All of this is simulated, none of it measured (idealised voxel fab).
Herein follows the process module entitled voxel air gaps.
It is cross-section cut that appears here, measuring 265 nm in width, its square cells being 5 nm in size.
In this document a cross-section is written as a grid of square cells. It is given as a series of bands, listed from the top down, and a band is one or more rows of cells. Per band: top height and bottom height in nm, followed by the left-to-right materials and their widths in nm; "edge to edge" marks a single material spanning edge to edge, "empty" marks empty space. A quick word on heights: they are counted from 0, and under that level the wafer as it came to us is one material throughout. The lowest band is different from the rest in having no bottom; it simply continues downward, written as in "top 0, no bottom". With a width like "30..40", each row of cells in the band differs from the next by the same amount, the top row carrying the first number and the bottom row the second. The designation "left unchanged", where it is given for a processing step, indicates that no cell of the cross-section was altered in the course of that step. For the entry "Sealed-off cavities", the listed items are empty spaces with no open way to the top whose size is 8 cells or more; each item follows the pattern width x height at distance, where distance is from the left edge and all three are in nm. Step line, after settings: the simulator's comment on this step. overlay nm: for a step with a mask, the amount by which the mask lay right of where it was planned; a negative amount means left of it.

SO HERE'S THE LINEUP OF PROCESS STEPS WE PLANNED
- 1: RECEIVE (material Si)
- 2: CONFORMAL_DEP (material SiO2; thk nm 15)
- 3: CONFORMAL_DEP (material SiN; thk nm 5)
- 4: DIRECTIONAL_DEP (material SiO2; thk nm 40)
- 5: DIRECTIONAL_DEP (material aC; thk nm 15)
- 6: PATTERN (tone open; mask id LINES; material resist; width nm 15; pitch nm 40; thk nm 35; overlay nm 0)
- 7: DIRECTIONAL_ETCH (etch materials aC; depth nm 15)
- 8: STRIP (etch materials resist)
- 9: DIRECTIONAL_ETCH (etch materials SiO2; depth nm 40)
- 10: STRIP (etch materials aC)
- 11: CONFORMAL_DEP (material TiN; thk nm 5)
- 12: FILL_DEP (material W; thk nm 10)
- 13: CMP (height nm 60)
- 14: EPI (material Ru; thk nm 10)
- 15: SELECTIVE_ETCH (etch materials SiO2; depth nm 50)
- 16: CONFORMAL_DEP (material SiN; thk nm 5)

INCOMING WAFER IN CROSS-SECTION (STATE: AFTER STEP 1)
	top 0, no bottom = Si edge to edge
	Sealed-off cavities: none

WAFER CROSS-SECTION AT MODULE END: FIRST OF TWO, RUN TO PLAN
	top 75, bottom 70 = empty 70  SiN 125  empty 70
	top 70, bottom 60 = empty 70  SiN 5  Ru 35  SiN 5  Ru 35  SiN 5  Ru 35  SiN 5  empty 70
	top 60, bottom 55 = empty 70  SiN 15  TiN 5  W 5  TiN 5  SiN 25  TiN 5  W 5  TiN 5  SiN 25  TiN 5  W 5  TiN 5  SiN 15  empty 70
	top 55, bottom 25 = empty 80  SiN 5  TiN 5  W 5  TiN 5  SiN 5  empty 15  SiN 5  TiN 5  W 5  TiN 5  SiN 5  empty 15  SiN 5  TiN 5  W 5  TiN 5  SiN 5  empty 80
	top 25, bottom 20 = SiN 85  TiN 15  SiN 25  TiN 15  SiN 25  TiN 15  SiN 85
	top 20, bottom 15 = SiN edge to edge
	top 15, bottom 0 = SiO2 edge to edge
	top 0, no bottom = Si edge to edge
	Sealed-off cavities: 15 x 30 at 105; 15 x 30 at 145

SECOND WAFER CROSS-SECTION AT END OF MODULE - SHARED START AND PLAN WITH THE FIRST, ONE MISTAKE IN THE RUN
	top 65, bottom 55 = SiN edge to edge
	top 55, bottom 0 = SiO2 edge to edge
	top 0, no bottom = Si edge to edge
	Sealed-off cavities: none
Nonconformance to the process plan: so 3 and 4 got swapped relative to the plan, each ran where the other was supposed to
Heads up, by the end the second wafer has more or fewer cells of some materials compared to the first: Ru -42 | SiN -76 | SiO2 +424 | TiN -51 | W -21
The final tally of closed voids stands at 2 on the first wafer and 0 on the second.
